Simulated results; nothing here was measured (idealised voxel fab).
This section sets out a process module, namely voxel transistor to metal.
We display cut, a cross-section 235 nm in width whose square cells are each 5 nm.
A cross-section is a grid of square cells, given in bands from the top down. A band is one or more rows of cells. Look at the band entry: it leads with the top's height and the bottom's height in nm. Then it lists the materials left to right, with a width in nm for each. The word "full width" on a single material says that material fills the band edge to edge. The word "air" is empty space. Heights are reckoned from 0. Under this level, the received wafer is all of one material. The bottommost band is open-ended downward, for example "0 -> down". Top row gets the first number, bottom row gets the second, and each row in between changes by the same step: that is how a band width like "30->40" works. "no modifications" for a step: no cell of the cross-section changed in that step. The list in "Enclosed empty spaces" covers empty spaces of 8 cells or more that cannot reach the top through any open way, and it gives each as width x height at distance; the distance is from the left edge, and width, height and distance are in nm. On each step's line, the part that comes after the settings is the simulator's own comment on the step. overlay nm: step with mask; distance mask lay right of planned place; negative value = left of planned place.

## This section lists the process steps that were planned
- 1: RECEIVE with material Si
- 2: OXIDIZE with depth nm 5
- 3: CONFORMAL_DEP with material SiN, thk nm 15
- 4: DIRECTIONAL_DEP with material aC, thk nm 15
- 5: PATTERN with tone cover, mask id ACTIVE, material resist, width nm 85, pitch nm 105, thk nm 35, overlay nm 0
- 6: DIRECTIONAL_ETCH with etch materials aC, depth nm 15
- 7: STRIP with etch materials resist
- 8: DIRECTIONAL_ETCH with etch materials SiN, depth nm 15
- 9: DIRECTIONAL_ETCH with etch materials SiO2, depth nm 5
- 10: DIRECTIONAL_ETCH with etch materials Si, depth nm 30
- 11: STRIP with etch materials aC
- 12: OXIDIZE with depth nm 5
- 13: FILL_DEP with material SiO2, thk nm 15
- 14: CMP with height nm 15
- 15: SELECTIVE_ETCH with etch materials SiO2, depth nm 10
- 16: STRIP with etch materials SiN
- 17: SELECTIVE_ETCH with etch materials SiO2, depth nm 5
- 18: OXIDIZE with depth nm 5
- 19: DIRECTIONAL_DEP with material polySi, thk nm 20
- 20: DIRECTIONAL_DEP with material SiCN, thk nm 15
- 21: DIRECTIONAL_DEP with material aC, thk nm 10
- 22: PATTERN with tone cover, mask id GATE, material resist, width nm 15, pitch nm 105, thk nm 30, overlay nm 0
- 23: DIRECTIONAL_ETCH with etch materials aC, depth nm 10
- 24: STRIP with etch materials resist
- 25: DIRECTIONAL_ETCH with etch materials SiCN, depth nm 25
- 26: DIRECTIONAL_ETCH with etch materials polySi, depth nm 30
- 27: STRIP with etch materials aC
- 28: CONFORMAL_DEP with material SiO2, thk nm 5
- 29: DIRECTIONAL_ETCH with etch materials SiO2, depth nm 5
- 30: CONFORMAL_DEP with material SiN, thk nm 5
- 31: DIRECTIONAL_ETCH with etch materials SiN, depth nm 5
- 32: DIRECTIONAL_ETCH with etch materials SiO2, depth nm 5
- 33: DIRECTIONAL_ETCH with etch materials Si, depth nm 5
- 34: EPI with material SiGe, thk nm 5
- 35: FILL_DEP with material SiO2, thk nm 5
- 36: CMP with height nm 30
- 37: DIRECTIONAL_DEP with material SiO2, thk nm 10
- 38: PATTERN with tone open, mask id CONTACT, material resist, width nm 15, thk nm 15, overlay nm 0
- 39: DIRECTIONAL_ETCH with etch materials SiO2, depth nm 50
- 40: STRIP with etch materials resist
- 41: CONFORMAL_DEP with material TiN, thk nm 5
- 42: FILL_DEP with material W, thk nm 10
- 43: CMP with height nm 40
- 44: DIRECTIONAL_DEP with material TiN, thk nm 5
- 45: DIRECTIONAL_DEP with material W, thk nm 25
- 46: MASKED_ETCH with tone cover, mask id METAL_1, width nm 15, etch materials W, depth nm 25, overlay nm 0
- 47: MASKED_ETCH with tone cover, mask id METAL_1, width nm 15, etch materials TiN, depth nm 5, overlay nm 0
- 48: FILL_DEP with material SiO2, thk nm 10
- 49: CMP with height nm 70
- 50: CONFORMAL_DEP with material SiCN, thk nm 5
- 51: DIRECTIONAL_DEP with material SiO2, thk nm 30
- 52: PATTERN with tone open, mask id METAL_2, material resist, width nm 15, pitch nm 105, thk nm 15, overlay nm 0
- 53: DIRECTIONAL_ETCH with etch materials SiO2, depth nm 15
- 54: STRIP with etch materials resist
- 55: PATTERN with tone open, mask id METAL_2_HOLES, material resist, width nm 15, pitch nm 105, thk nm 20, overlay nm 0
- 56: DIRECTIONAL_ETCH with etch materials SiO2, depth nm 15
- 57: DIRECTIONAL_ETCH with etch materials SiCN, depth nm 5
- 58: STRIP with etch materials resist
- 59: CONFORMAL_DEP with material TiN, thk nm 5
- 60: FILL_DEP with material Ru, thk nm 5
- 61: CMP with height nm 105
- 62: CONFORMAL_DEP with material SiCN, thk nm 5

## As-received state of the wafer in cross-section, equivalent to post-step 1
  0 -> down | Si full width
  Enclosed empty spaces: none

## First of two wafers at the end of the module, shown in cross-section; run carried out as planned
  110 -> 105 | SiCN full width
  105 -> 75 | SiO2 (25), TiN (5), Ru (5), TiN (5), SiO2 (90), TiN (5), Ru (5), TiN (5), SiO2 (90)
  75 -> 70 | SiCN (25), TiN (15), SiCN (90), TiN (15), SiCN (90)
  70 -> 45 | SiO2 (25), W (15), SiO2 (45), W (15), SiO2 (30), W (15), SiO2 (45), W (15), SiO2 (30)
  45 -> 40 | SiO2 (25), TiN (15), SiO2 (45), TiN (15), SiO2 (30), TiN (15), SiO2 (45), TiN (15), SiO2 (30)
  40 -> 30 | SiO2 (25), TiN (5), W (5), TiN (5), SiO2 (45), TiN (5), W (5), TiN (5), SiO2 (30), TiN (5), W (5), TiN (5), SiO2 (45), TiN (5), W (5), TiN (5), SiO2 (30)
  30 -> 15 | SiO2 (25), TiN (5), W (5), TiN (5), SiO2 (5), SiN (5), SiO2 (5), SiCN (15), SiO2 (5), SiN (5), SiO2 (5), TiN (5), W (5), TiN (5), SiO2 (30), TiN (5), W (5), TiN (5), SiO2 (5), SiN (5), SiO2 (5), SiCN (15), SiO2 (5), SiN (5), SiO2 (5), TiN (5), W (5), TiN (5), SiO2 (30)
  15 -> 0 | SiO2 (25), TiN (5), W (5), TiN (5), SiO2 (5), SiN (5), SiO2 (5), polySi (15), SiO2 (5), SiN (5), SiO2 (5), TiN (5), W (5), TiN (5), SiO2 (30), TiN (5), W (5), TiN (5), SiO2 (5), SiN (5), SiO2 (5), polySi (15), SiO2 (5), SiN (5), SiO2 (5), TiN (5), W (5), TiN (5), SiO2 (30)
  0 -> -5 | SiO2 (20), SiN (5), TiN (5), W (5), TiN (5), SiO2 (5), SiN (5), SiO2 (5), polySi (15), SiO2 (5), SiN (5), SiO2 (5), TiN (5), W (5), TiN (5), SiN (5), SiO2 (20), SiN (5), TiN (5), W (5), TiN (5), SiO2 (5), SiN (5), SiO2 (5), polySi (15), SiO2 (5), SiN (5), SiO2 (5), TiN (5), W (5), TiN (5), SiN (5), SiO2 (25)
  -5 -> -10 | SiO2 (25), TiN (15), SiGe (5), SiO2 (35), SiGe (5), TiN (15), SiO2 (30), TiN (15), SiGe (5), SiO2 (35), SiGe (5), TiN (15), SiO2 (30)
  -10 -> -15 | SiO2 (25), SiGe (20), Si (35), SiGe (20), SiO2 (30), SiGe (20), Si (35), SiGe (20), SiO2 (30)
  -15 -> -40 | SiO2 (25), Si (75), SiO2 (30), Si (75), SiO2 (30)
  -40 -> down | Si full width
  Enclosed empty spaces: none

## Presented here is a cross-section of the second of the two wafers as it stood at the end of the module. It was started in the same manner and assigned the same plan as the first wafer; however, one mistake was made in its execution
  110 -> 105 | SiCN full width
  105 -> 75 | SiO2 (25), TiN (5), Ru (5), TiN (5), SiO2 (90), TiN (5), Ru (5), TiN (5), SiO2 (90)
  75 -> 70 | SiCN (25), TiN (15), SiCN (90), TiN (15), SiCN (90)
  70 -> 45 | SiO2 (25), W (15), SiO2 (45), W (15), SiO2 (30), W (15), SiO2 (45), W (15), SiO2 (30)
  45 -> 40 | SiO2 (25), TiN (15), SiO2 (45), TiN (15), SiO2 (30), TiN (15), SiO2 (45), TiN (15), SiO2 (30)
  40 -> 30 | SiO2 (25), TiN (5), W (5), TiN (5), SiO2 (45), TiN (5), W (5), TiN (5), SiO2 (30), TiN (5), W (5), TiN (5), SiO2 (45), TiN (5), W (5), TiN (5), SiO2 (30)
  30 -> 20 | SiO2 (25), TiN (5), W (5), TiN (5), SiO2 (5), SiN (5), SiO2 (5), polySi (15), SiO2 (5), SiN (5), SiO2 (5), TiN (5), W (5), TiN (5), SiO2 (30), TiN (5), W (5), TiN (5), SiO2 (5), SiN (5), SiO2 (5), polySi (15), SiO2 (5), SiN (5), SiO2 (5), TiN (5), W (5), TiN (5), SiO2 (30)
  20 -> 15 | SiO2 (25), TiN (15), SiO2 (5), SiN (5), SiO2 (5), polySi (15), SiO2 (5), SiN (5), SiO2 (5), TiN (15), SiO2 (30), TiN (15), SiO2 (5), SiN (5), SiO2 (5), polySi (15), SiO2 (5), SiN (5), SiO2 (5), TiN (15), SiO2 (30)
  15 -> 0 | SiO2 (20), SiN (85), SiO2 (20), SiN (85), SiO2 (25)
  0 -> -5 | SiO2 full width
  -5 -> -40 | SiO2 (25), Si (75), SiO2 (30), Si (75), SiO2 (30)
  -40 -> down | Si full width
  Enclosed empty spaces: none
Nonconformance to the process plan: step 14 in the plan did not get run; it was skipped
FYI, end of process, the second wafer has more or fewer cells of some materials than the first: Si +46; SiCN -18; SiGe -20; SiN +82; SiO2 -24; TiN -40; W -20; polySi -6
